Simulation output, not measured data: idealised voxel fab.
Process module under the name voxel transistor to metal
Cross-section cut spans 215 nm and uses square cells 5 nm in size.
Square cells in a grid make up a cross-section in this document, and the grid is given as bands, listed from the top down, each one or more rows of cells. Top height, bottom height, nm. Materials left to right, width each, nm. Single material + "all across" = fills band edge to edge. "empty" = empty. Heights are expressed relative to 0, this being the level below which the as-received wafer comprises one material exclusively. The lowest band is unbounded in the downward direction and is denoted as in "top 0, no bottom". A width given as "30->40" starts at the first number in the band's top row and ends at the second number in its bottom row, shifting by an equal amount at every step from row to row. Basically "stayed the same" means that step didn't change any cell in the cross-section. "Enclosed voids" means: voids of 8 cells or more that are shut off from the top with no open way through. Written width x height at distance, distance from the left edge, in nm. That trailing text on a step's line, after the settings, is the simulator's own remark on the step. When a step includes a mask, the "overlay nm" setting on its line states how far to the right of its planned place that mask lay, and negative values state how far to the left.
Here's what the planned process steps look like:
1) RECEIVE (material Si)
2) OXIDIZE (depth nm 5)
3) CONFORMAL_DEP (material SiN; thk nm 15)
4) MASKED_ETCH (tone cover; mask id ACTIVE; width nm 105; etch materials SiN; depth nm 15; overlay nm 0)
5) MASKED_ETCH (tone cover; mask id ACTIVE; width nm 105; etch materials SiO2; depth nm 5; overlay nm 0)
6) MASKED_ETCH (tone cover; mask id ACTIVE; width nm 105; etch materials Si; depth nm 25; overlay nm 0)
7) OXIDIZE (depth nm 5)
8) FILL_DEP (material SiO2; thk nm 15)
9) CMP (height nm 15)
10) SELECTIVE_ETCH (etch materials SiO2; depth nm 10)
11) STRIP (etch materials SiN)
12) SELECTIVE_ETCH (etch materials SiO2; depth nm 5)
13) OXIDIZE (depth nm 5)
14) DIRECTIONAL_DEP (material polySi; thk nm 25)
15) DIRECTIONAL_DEP (material SiCN; thk nm 10)
16) PATTERN (tone cover; mask id GATE; material resist; width nm 15; thk nm 15; overlay nm 0)
17) DIRECTIONAL_ETCH (etch materials SiCN; depth nm 20)
18) DIRECTIONAL_ETCH (etch materials polySi; depth nm 35)
19) STRIP (etch materials resist)
20) CONFORMAL_DEP (material SiO2; thk nm 5)
21) DIRECTIONAL_ETCH (etch materials SiO2; depth nm 5)
22) CONFORMAL_DEP (material SiN; thk nm 10)
23) DIRECTIONAL_ETCH (etch materials SiN; depth nm 10)
24) DIRECTIONAL_ETCH (etch materials SiO2; depth nm 5)
25) DIRECTIONAL_ETCH (etch materials Si; depth nm 5)
26) EPI (material nSi; thk nm 10)
27) FILL_DEP (material SiO2; thk nm 10)
28) CMP (height nm 30)
29) DIRECTIONAL_DEP (material SiO2; thk nm 10)
30) MASKED_ETCH (tone open; mask id CONTACT; width nm 20; pitch nm 75; etch materials SiO2; depth nm 40; overlay nm 0)
31) CONFORMAL_DEP (material TiN; thk nm 5)
32) FILL_DEP (material W; thk nm 10)
33) CMP (height nm 40)
34) DIRECTIONAL_DEP (material TiN; thk nm 5)
35) DIRECTIONAL_DEP (material W; thk nm 15)
36) MASKED_ETCH (tone cover; mask id METAL_1; width nm 20; pitch nm 75; etch materials W; depth nm 15; overlay nm 0)
37) MASKED_ETCH (tone cover; mask id METAL_1; width nm 20; pitch nm 75; etch materials TiN; depth nm 5; overlay nm 0)
38) CONFORMAL_DEP (material SiN; thk nm 5)
39) FILL_DEP (material lowk; thk nm 10)
40) CMP (height nm 60)
41) CONFORMAL_DEP (material SiCN; thk nm 5)
42) DIRECTIONAL_DEP (material SiO2; thk nm 35)
43) PATTERN (tone open; mask id METAL_2_HOLES; material resist; width nm 15; pitch nm 75; thk nm 20; overlay nm 0)
44) DIRECTIONAL_ETCH (etch materials SiO2; depth nm 35)
45) STRIP (etch materials resist)
46) DIRECTIONAL_DEP (material aC; thk nm 15)
47) PATTERN (tone open; mask id METAL_2; material resist; width nm 20; pitch nm 75; thk nm 30; overlay nm 0)
48) DIRECTIONAL_ETCH (etch materials aC; depth nm 15)
49) STRIP (etch materials resist)
50) DIRECTIONAL_ETCH (etch materials SiO2; depth nm 20)
51) DIRECTIONAL_ETCH (etch materials SiCN; depth nm 5)
52) STRIP (etch materials aC)
53) CONFORMAL_DEP (material TiN; thk nm 5)
54) FILL_DEP (material Ru; thk nm 10)
55) CMP (height nm 100)
56) CONFORMAL_DEP (material SiN; thk nm 5)
Cross-section of the wafer as it came to us, i.e., already through step 1:
top 0, no bottom  Si all across
Enclosed voids: none
Post-module cross-section of the first of two wafers (run per plan):
top 105, bottom 100  SiN all across
top 100, bottom 85  SiO2 60 nm; TiN 5 nm; Ru 10 nm; TiN 5 nm; SiO2 55 nm; TiN 5 nm; Ru 10 nm; TiN 5 nm; SiO2 60 nm
top 85, bottom 80  SiO2 60 nm; TiN 5 nm; Ru 5 nm; TiN 10 nm; SiO2 55 nm; TiN 5 nm; Ru 5 nm; TiN 10 nm; SiO2 60 nm
top 80, bottom 65  SiO2 60 nm; TiN 5 nm; Ru 5 nm; TiN 5 nm; SiO2 60 nm; TiN 5 nm; Ru 5 nm; TiN 5 nm; SiO2 65 nm
top 65, bottom 60  SiCN 60 nm; TiN 15 nm; SiCN 60 nm; TiN 15 nm; SiCN 65 nm
top 60, bottom 45  lowk 55 nm; SiN 5 nm; W 20 nm; SiN 5 nm; lowk 45 nm; SiN 5 nm; W 20 nm; SiN 5 nm; lowk 55 nm
top 45, bottom 40  SiN 60 nm; TiN 20 nm; SiN 55 nm; TiN 20 nm; SiN 60 nm
top 40, bottom 30  SiO2 60 nm; TiN 5 nm; W 10 nm; TiN 5 nm; SiO2 55 nm; TiN 5 nm; W 10 nm; TiN 5 nm; SiO2 60 nm
top 30, bottom 20  SiO2 60 nm; TiN 5 nm; W 10 nm; TiN 5 nm; SiO2 5 nm; SiN 10 nm; SiO2 5 nm; SiCN 15 nm; SiO2 5 nm; SiN 10 nm; SiO2 5 nm; TiN 5 nm; W 10 nm; TiN 5 nm; SiO2 60 nm
top 20, bottom 5  SiO2 60 nm; TiN 5 nm; W 10 nm; TiN 5 nm; SiO2 5 nm; SiN 10 nm; SiO2 5 nm; polySi 15 nm; SiO2 5 nm; SiN 10 nm; SiO2 5 nm; TiN 5 nm; W 10 nm; TiN 5 nm; SiO2 60 nm
top 5, bottom 0  SiO2 60 nm; TiN 20 nm; SiO2 5 nm; SiN 10 nm; SiO2 5 nm; polySi 15 nm; SiO2 5 nm; SiN 10 nm; SiO2 5 nm; TiN 20 nm; SiO2 60 nm
top 0, bottom -5  SiO2 55 nm; SiN 10 nm; nSi 20 nm; SiN 10 nm; SiO2 5 nm; polySi 15 nm; SiO2 5 nm; SiN 10 nm; nSi 20 nm; SiN 10 nm; SiO2 55 nm
top -5, bottom -10  SiO2 65 nm; nSi 20 nm; SiO2 45 nm; nSi 20 nm; SiO2 65 nm
top -10, bottom -15  SiO2 60 nm; Si 5 nm; nSi 20 nm; Si 45 nm; nSi 20 nm; Si 5 nm; SiO2 60 nm
top -15, bottom -35  SiO2 60 nm; Si 95 nm; SiO2 60 nm
top -35, no bottom  Si all across
Enclosed voids: none
Cross-section at end of module for the second wafer of two, which matched the first in starting point and plan and differed by one mistake in its processing:
top 105, bottom 100  SiN all across
top 100, bottom 85  SiO2 60 nm; TiN 5 nm; Ru 10 nm; TiN 5 nm; SiO2 55 nm; TiN 5 nm; Ru 10 nm; TiN 5 nm; SiO2 60 nm
top 85, bottom 80  SiO2 60 nm; TiN 5 nm; Ru 5 nm; TiN 10 nm; SiO2 55 nm; TiN 5 nm; Ru 5 nm; TiN 10 nm; SiO2 60 nm
top 80, bottom 65  SiO2 60 nm; TiN 5 nm; Ru 5 nm; TiN 5 nm; SiO2 60 nm; TiN 5 nm; Ru 5 nm; TiN 5 nm; SiO2 65 nm
top 65, bottom 60  SiCN 60 nm; TiN 15 nm; SiCN 60 nm; TiN 15 nm; SiCN 65 nm
top 60, bottom 45  lowk 55 nm; SiN 5 nm; W 20 nm; SiN 5 nm; lowk 45 nm; SiN 5 nm; W 20 nm; SiN 5 nm; lowk 55 nm
top 45, bottom 40  SiN 60 nm; TiN 20 nm; SiN 55 nm; TiN 20 nm; SiN 60 nm
top 40, bottom 30  SiO2 60 nm; TiN 5 nm; W 10 nm; TiN 5 nm; SiO2 55 nm; TiN 5 nm; W 10 nm; TiN 5 nm; SiO2 60 nm
top 30, bottom 20  SiO2 60 nm; TiN 5 nm; W 10 nm; TiN 5 nm; SiO2 5 nm; SiN 10 nm; SiO2 5 nm; SiCN 15 nm; SiO2 5 nm; SiN 10 nm; SiO2 5 nm; TiN 5 nm; W 10 nm; TiN 5 nm; SiO2 60 nm
top 20, bottom 5  SiO2 60 nm; TiN 5 nm; W 10 nm; TiN 5 nm; SiO2 5 nm; SiN 10 nm; SiO2 5 nm; polySi 15 nm; SiO2 5 nm; SiN 10 nm; SiO2 5 nm; TiN 5 nm; W 10 nm; TiN 5 nm; SiO2 60 nm
top 5, bottom 0  SiO2 60 nm; TiN 20 nm; SiO2 5 nm; SiN 10 nm; SiO2 5 nm; polySi 15 nm; SiO2 5 nm; SiN 10 nm; SiO2 5 nm; TiN 20 nm; SiO2 60 nm
top 0, bottom -5  SiO2 55 nm; SiN 10 nm; SiO2 20 nm; SiN 10 nm; SiO2 5 nm; polySi 15 nm; SiO2 5 nm; SiN 10 nm; SiO2 20 nm; SiN 10 nm; SiO2 55 nm
top -5, bottom -15  SiO2 all across
top -15, bottom -35  SiO2 60 nm; Si 95 nm; SiO2 60 nm
top -35, no bottom  Si all across
Enclosed voids: none
Deviation noted in wafer processing: step 13: run off-plan, actual operation and settings OXIDIZE (depth nm 10)
Counted in cells at the end, the second wafer holds more or fewer of these materials than the first: Si: 11 fewer, SiO2: 35 more, nSi: 24 fewer
